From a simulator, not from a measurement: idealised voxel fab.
This section sets out a process module, namely voxel gate over fins.
Pictured: cross-section cut, 195 nm wide, on a grid of 5 nm square cells.
Reading order for cross-sections: top band down to bottom band. Underlying form: a grid of square cells. Band size: one or more rows of cells. Band: top and bottom heights (nm) first, top before bottom; then materials from left to right, widths in nm. "throughout" marks a sole material filling the band edge to edge. "air" denotes empty space. Ref level 0: as-received wafer is one material below here. Bottom band extends down with no lower bound ("0 and below"). When a width is written as two numbers, as in "30..40", the first number is the width in the top row of cells of the band and the second is the width in its bottom row, and the width changes by the same amount from each row to the next. Step note "nothing altered" = no cross-section cell changed. For the entry "Sealed void list", the listed items are empty spaces with no open way to the top whose size is 8 cells or more; each item follows the pattern width x height at distance, where distance is from the left edge and all three are in nm. Anything after a step's settings on that line? It's the simulator's own note about the step. "overlay nm" answers the question of how far to the right of plan the mask lay on a step that has a mask, and when it is negative the answer is to the left.
Intended process steps
1: op RECEIVE | material Si
2: op CONFORMAL_DEP | material SiN | thk nm 5
3: op PATTERN | tone cover | mask id FINS | material resist | width nm 15 | pitch nm 45 | thk nm 20 | overlay nm 0
4: op DIRECTIONAL_ETCH | etch materials SiN | depth nm 5
5: op DIRECTIONAL_ETCH | etch materials Si | depth nm 30
6: op STRIP | etch materials resist
7: op OXIDIZE | depth nm 5
8: op FILL_DEP | material SiO2 | thk nm 5
9: op CMP | height nm 5
10: op SELECTIVE_ETCH | etch materials SiO2 | depth nm 20
11: op STRIP | etch materials SiN
12: op CONFORMAL_DEP | material HfO2 | thk nm 5
13: op CONFORMAL_DEP | material TiN | thk nm 5
14: op FILL_DEP | material W | thk nm 10
15: op CMP | height nm 15
16: op CONFORMAL_DEP | material SiN | thk nm 10
What sets these wafers apart? The width nm at step 3. They all start alike, and the plan carries the first wafer's value.
Cross-section of the first of several wafers on receipt, reflecting completion of step 1
	0 and below: Si throughout
	Sealed void list: none
Depicted here is the first of several wafers in cross-section, at module completion following the last step, step 16
	25 down to 15: SiN throughout
	15 down to 10: W throughout
	10 down to 5: W=15; TiN=25; W=20; TiN=25; W=20; TiN=25; W=20; TiN=25; W=20
	5 down to 0: W=15; TiN=5; HfO2=15; TiN=5; W=20; TiN=5; HfO2=15; TiN=5; W=20; TiN=5; HfO2=15; TiN=5; W=20; TiN=5; HfO2=15; TiN=5; W=20
	0 down to -5: W=15; TiN=5; HfO2=5; Si=5; HfO2=5; TiN=5; W=20; TiN=5; HfO2=5; Si=5; HfO2=5; TiN=5; W=20; TiN=5; HfO2=5; Si=5; HfO2=5; TiN=5; W=20; TiN=5; HfO2=5; Si=5; HfO2=5; TiN=5; W=20
	-5 down to -10: TiN=20; HfO2=5; Si=5; HfO2=5; TiN=30; HfO2=5; Si=5; HfO2=5; TiN=30; HfO2=5; Si=5; HfO2=5; TiN=30; HfO2=5; Si=5; HfO2=5; TiN=25
	-10 down to -15: HfO2=25; Si=5; HfO2=40; Si=5; HfO2=40; Si=5; HfO2=40; Si=5; HfO2=30
	-15 down to -35: SiO2=25; Si=5; SiO2=40; Si=5; SiO2=40; Si=5; SiO2=40; Si=5; SiO2=30
	-35 and below: Si throughout
	Sealed void list: none
End of module, last wafer sectioned
	25 down to 15: SiN throughout
	15 down to 10: W throughout
	10 down to 5: W=10; TiN=40; W=5; TiN=40; W=5; TiN=40; W=5; TiN=40; W=10
	5 down to 0: W=10; TiN=5; HfO2=30; TiN=5; W=5; TiN=5; HfO2=30; TiN=5; W=5; TiN=5; HfO2=30; TiN=5; W=5; TiN=5; HfO2=30; TiN=5; W=10
	0 down to -5: W=10; TiN=5; HfO2=5; Si=20; HfO2=5; TiN=5; W=5; TiN=5; HfO2=5; Si=20; HfO2=5; TiN=5; W=5; TiN=5; HfO2=5; Si=20; HfO2=5; TiN=5; W=5; TiN=5; HfO2=5; Si=20; HfO2=5; TiN=5; W=10
	-5 down to -10: TiN=15; HfO2=5; Si=20; HfO2=5; TiN=15; HfO2=5; Si=20; HfO2=5; TiN=15; HfO2=5; Si=20; HfO2=5; TiN=15; HfO2=5; Si=20; HfO2=5; TiN=15
	-10 down to -15: HfO2=20; Si=20; HfO2=25; Si=20; HfO2=25; Si=20; HfO2=25; Si=20; HfO2=20
	-15 down to -35: SiO2=20; Si=20; SiO2=25; Si=20; SiO2=25; Si=20; SiO2=25; Si=20; SiO2=20
	-35 and below: Si throughout
	Sealed void list: none
Quick key for the table: a row per wafer, taken at the end of the module. For each material it tells you how many cells the wafer gained (+) or lost (-) since it came in, and the closed voids come after
width nm 15, +63 HfO2, -245 Si, +78 SiN, +140 SiO2, +63 TiN, +96 W, Sealed void list: none
width nm 20, +63 HfO2, -217 Si, +78 SiN, +124 SiO2, +63 TiN, +84 W, Sealed void list: none
width nm 25, +63 HfO2, -189 Si, +78 SiN, +108 SiO2, +63 TiN, +72 W, Sealed void list: none
width nm 30, +63 HfO2, -161 Si, +78 SiN, +92 SiO2, +63 TiN, +60 W, Sealed void list: none
